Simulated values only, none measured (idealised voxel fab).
The process module that follows is named voxel gate over fins.
Pictured: cross-section cut, 140 nm wide, on a grid of 5 nm square cells.
Cross-section, as written here: a square-cell grid given band by band from the top down, where a band holds one or more rows of cells. Read a band's entry like this: the first values are the height of its top and the height of its bottom in nm, and what follows is the sequence of materials from left to right, each with its width in nm. Note that "blank" is empty space, and that a single material marked "full width" reaches across the band from edge to edge. Ref level 0: as-received wafer is one material below here. Bottom band extends down with no lower bound ("0 down"). Graded width ("30 to 40"): value in top row of band = first number; value in bottom row = second number; row-to-row change constant. Where a step carries "no alteration", the cross-section came out of it unchanged, cell for cell. You'll see "Sealed cavities" listing empty spaces that have no way open to the top, as long as they're 8 cells or more; the notation is width x height at distance, where the distance is from the left edge, and all of it is in nm. Step line, after settings: the simulator's comment on this step. overlay nm: where the mask lay relative to plan, measured to the right, on steps with a mask; negatives go left.

[Intended process steps]
step 1: RECEIVE (material Si)
step 2: CONFORMAL_DEP (material SiN; thk nm 10)
step 3: DIRECTIONAL_DEP (material aC; thk nm 10)
step 4: PATTERN (tone cover; mask id FINS; material resist; width nm 15; pitch nm 55; thk nm 25; overlay nm 0)
step 5: DIRECTIONAL_ETCH (etch materials aC; depth nm 10)
step 6: STRIP (etch materials resist)
step 7: DIRECTIONAL_ETCH (etch materials SiN; depth nm 10)
step 8: DIRECTIONAL_ETCH (etch materials Si; depth nm 35)
step 9: STRIP (etch materials aC)
step 10: OXIDIZE (depth nm 5)
step 11: FILL_DEP (material SiO2; thk nm 10)
step 12: CMP (height nm 10)
step 13: DIRECTIONAL_DEP (material aC; thk nm 15)
step 14: PATTERN (tone open; mask id RAIL; material resist; width nm 15; thk nm 30; overlay nm 0)
step 15: DIRECTIONAL_ETCH (etch materials aC; depth nm 15)
step 16: STRIP (etch materials resist)
step 17: DIRECTIONAL_ETCH (etch materials SiO2; depth nm 40)
step 18: STRIP (etch materials aC)
step 19: CONFORMAL_DEP (material TiN; thk nm 5)
step 20: FILL_DEP (material Ru; thk nm 10)
step 21: CMP (height nm 10)
step 22: SELECTIVE_ETCH (etch materials W Ru TiN; depth nm 25)
step 23: FILL_DEP (material SiO2; thk nm 5)
step 24: CMP (height nm 10)
step 25: SELECTIVE_ETCH (etch materials SiO2; depth nm 20)
step 26: STRIP (etch materials SiN)
step 27: CONFORMAL_DEP (material HfO2; thk nm 5)
step 28: CONFORMAL_DEP (material TiN; thk nm 5)
step 29: CONFORMAL_DEP (material TiAl; thk nm 5)
step 30: CONFORMAL_DEP (material TiN; thk nm 5)
step 31: FILL_DEP (material W; thk nm 15)
step 32: CMP (height nm 30)
step 33: CONFORMAL_DEP (material SiCN; thk nm 10)

[Cross-section of the wafer at receipt, which is the condition after step 1]
0 down  Si full width
Sealed cavities: none

[Post-module cross-section: identical start and plan to those above, one misstep in execution]
40 to 30  SiCN full width
30 to 20  W full width
20 to 15  W (10)  TiN (45)  W (10)  TiN (45)  W (30)
15 to 10  W (10)  TiN (5)  TiAl (35)  TiN (5)  W (10)  TiN (5)  TiAl (35)  TiN (5)  W (30)
10 to 5  TiN (15)  TiAl (5)  TiN (25)  TiAl (5)  TiN (20)  TiAl (5)  TiN (25)  TiAl (5)  TiN (35)
5 to 0  TiAl (20)  TiN (5)  HfO2 (15)  TiN (5)  TiAl (30)  TiN (5)  HfO2 (15)  TiN (5)  TiAl (40)
0 to -5  TiN (25)  HfO2 (5)  Si (5)  HfO2 (5)  TiN (40)  HfO2 (5)  Si (5)  HfO2 (5)  TiN (45)
-5 to -10  HfO2 (30)  Si (5)  HfO2 (50)  Si (5)  HfO2 (50)
-10 to -15  SiO2 (30)  Si (5)  SiO2 (50)  Si (5)  SiO2 (50)
-15 to -25  SiO2 (30)  Si (5)  SiO2 (25)  TiN (5)  Ru (5)  TiN (5)  SiO2 (10)  Si (5)  SiO2 (50)
-25 to -30  SiO2 (30)  Si (5)  SiO2 (25)  TiN (15)  SiO2 (10)  Si (5)  SiO2 (50)
-30 to -40  SiO2 (30)  Si (5)  SiO2 (50)  Si (5)  SiO2 (50)
-40 down  Si full width
Sealed cavities: none
So what did we get wrong on this run? step 4 ran with different settings than intended, the actual operation and settings being PATTERN (tone cover; mask id FINS; material resist; width nm 15; pitch nm 55; thk nm 25; overlay nm -10)
